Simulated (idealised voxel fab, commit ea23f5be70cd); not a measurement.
This section sets out a process module, namely voxel air gaps.
The cross-section on display is named cut; it measures 220 nm wide, and its cells are 5 nm squares.
A cross-section is written here as square cells arranged in a grid, and it is given in bands from the top down, each band taking up one or more rows of cells.
For a band, the entry starts with two heights in nm, that of the top and then that of the bottom, and carries on with the band's materials in order from left to right, each alongside its width in nm; the word "full width" beside a single material means it fills the band edge to edge, and "empty" means empty space.
Heads up on the height convention: 0 is the point under which the incoming wafer is all one material, and the lowest band has no bottom, it just keeps going down, like "from 0 down".
Note: "30->40" means the width goes from the first number (top row of the band) to the second number (bottom row) in equal steps per row of cells.
No cell of the cross-section changed in a step that is given as "changes: none".
"Closed void listing": sealed empty spaces, 8 cells or more, no open way to top, listed width x height at distance, with distance from the left edge and width, height and distance in nm.
On each step's line, the part that comes after the settings is the simulator's own comment on the step.
You can add "overlay nm" to a step's line. For a step with a mask, it describes how far the mask lay to the right of its planned position, and a negative number describes a lay to the left.
The process steps that were planned are listed below
1 RECEIVE, material Si
2 CONFORMAL_DEP, material SiO2, thk nm 10
3 CONFORMAL_DEP, material SiN, thk nm 5
4 DIRECTIONAL_DEP, material lowk, thk nm 35
5 DIRECTIONAL_DEP, material aC, thk nm 15
6 PATTERN, tone open, mask id LINES, material resist, width nm 25, pitch nm 50, thk nm 30, overlay nm 0
7 DIRECTIONAL_ETCH, etch materials aC, depth nm 15
8 STRIP, etch materials resist
9 DIRECTIONAL_ETCH, etch materials lowk, depth nm 35
10 STRIP, etch materials aC
11 CONFORMAL_DEP, material TiN, thk nm 5
12 FILL_DEP, material Ru, thk nm 5
13 CMP, height nm 50
14 EPI, material Ru, thk nm 10
15 SELECTIVE_ETCH, etch materials lowk, depth nm 45
16 CONFORMAL_DEP, material SiCN, thk nm 5
As-received state of the wafer in cross-section, equivalent to post-step 1
- from 0 down | Si full width
- Closed void listing: none
Cross-section: first of two wafers, module finished, run according to plan
- from 65 to 60 | empty (5) / SiCN (205) / empty (10)
- from 60 to 50 | empty (5) / SiCN (5) / Ru (45) / SiCN (5) / Ru (45) / SiCN (5) / Ru (45) / SiCN (5) / Ru (45) / SiCN (5) / empty (10)
- from 50 to 45 | empty (5) / SiCN (15) / TiN (5) / Ru (15) / TiN (5) / SiCN (25) / TiN (5) / Ru (15) / TiN (5) / SiCN (25) / TiN (5) / Ru (15) / TiN (5) / SiCN (25) / TiN (5) / Ru (15) / TiN (5) / SiCN (15) / empty (10)
- from 45 to 20 | empty (15) / SiCN (5) / TiN (5) / Ru (15) / TiN (5) / SiCN (5) / empty (15) / SiCN (5) / TiN (5) / Ru (15) / TiN (5) / SiCN (5) / empty (15) / SiCN (5) / TiN (5) / Ru (15) / TiN (5) / SiCN (5) / empty (15) / SiCN (5) / TiN (5) / Ru (15) / TiN (5) / SiCN (5) / empty (20)
- from 20 to 15 | SiCN (20) / TiN (25) / SiCN (25) / TiN (25) / SiCN (25) / TiN (25) / SiCN (25) / TiN (25) / SiCN (25)
- from 15 to 10 | SiN full width
- from 10 to 0 | SiO2 full width
- from 0 down | Si full width
- Closed void listing: 15 x 25 at 50; 15 x 25 at 100; 15 x 25 at 150
Second of two wafers, module complete, sectioned: it shares the first wafer's start and plan but was run with one mistake
- from 60 to 50 | empty (10) / Ru (45) / empty (5) / Ru (45) / empty (5) / Ru (45) / empty (5) / Ru (45) / empty (15)
- from 50 to 20 | empty (20) / TiN (5) / Ru (15) / TiN (5) / empty (25) / TiN (5) / Ru (15) / TiN (5) / empty (25) / TiN (5) / Ru (15) / TiN (5) / empty (25) / TiN (5) / Ru (15) / TiN (5) / empty (25)
- from 20 to 15 | empty (20) / TiN (25) / empty (25) / TiN (25) / empty (25) / TiN (25) / empty (25) / TiN (25) / empty (25)
- from 15 to 10 | SiN full width
- from 10 to 0 | SiO2 full width
- from 0 down | Si full width
- Closed void listing: none
Deviation noted in wafer processing: no execution of plan step 16; skipped
The final cell counts differ between the wafers, with the second having more or fewer of some materials than the first: -136 SiCN
Heads up: the first wafer ends with 3 closed voids, the second with 0.
